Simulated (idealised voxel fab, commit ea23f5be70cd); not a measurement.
Process module heading - voxel fin reveal
Shown is cross-section cut, with a width of 285 nm and square cells of size 5 nm.
Cross-section = grid of square cells, listed top down in bands; band = one or more rows.
Band: top height; bottom height; in nm. Then, left to right: material with width in nm, for each material. "edge to edge": a single material spanning edge to edge. "air": empty space.
Zero point of the height axis is 0; under it, received wafer = one material. Lowest band: continues down indefinitely, "0 down".
With a width like "30..40", each row of cells in the band differs from the next by the same amount, the top row carrying the first number and the bottom row the second.
Basically "nothing was modified" means that step didn't change any cell in the cross-section.
This entry, "closed voids", enumerates those empty regions of no fewer than 8 cells that possess no open connection to the top. Each region is reported in the form width x height at distance, the distance being taken from the left edge, with all three quantities expressed in nm.
Step line, after settings: the simulator's comment on this step.
The line of a step may include "overlay nm". On a step with a mask, this value is how far to the right of its planned place the mask lay. A negative value means the mask lay to the left.
## Process steps (planned)
1 RECEIVE,material Si
2 CONFORMAL_DEP,material SiN,thk nm 10
3 MASKED_ETCH,tone cover,mask id FINS,width nm 15,pitch nm 35,etch materials SiN,depth nm 10,overlay nm 0
4 MASKED_ETCH,tone cover,mask id FINS,width nm 15,pitch nm 35,etch materials Si,depth nm 30,overlay nm 0
5 OXIDIZE,depth nm 5
6 FILL_DEP,material SiO2,thk nm 15
7 CMP,height nm 10
8 SELECTIVE_ETCH,etch materials SiO2,depth nm 20
9 STRIP,etch materials SiN
10 CONFORMAL_DEP,material SiO2,thk nm 5
## Cross-section of the wafer upon arrival, representing the state reached after step 1
> 0 down: Si edge to edge
> closed voids: none
## Look at the cross-section after the module: the wafer started out the way shown above and the plan was the one shown above, yet one mistake was made along the way
> 5 to 0: SiO2 (80)  air (15)  SiO2 (20)  air (15)  SiO2 (20)  air (15)  SiO2 (20)  air (15)  SiO2 (85)
> 0 to -5: Si (75)  SiO2 (25)  Si (10)  SiO2 (25)  Si (10)  SiO2 (25)  Si (10)  SiO2 (25)  Si (80)
> -5 down: Si edge to edge
> closed voids: none
So what did we get wrong on this run? step 3 was run on a setting that differed from the plan, and what really ran there is MASKED_ETCH,tone open,mask id FINS,width nm 15,pitch nm 35,etch materials SiN,depth nm 10,overlay nm 0
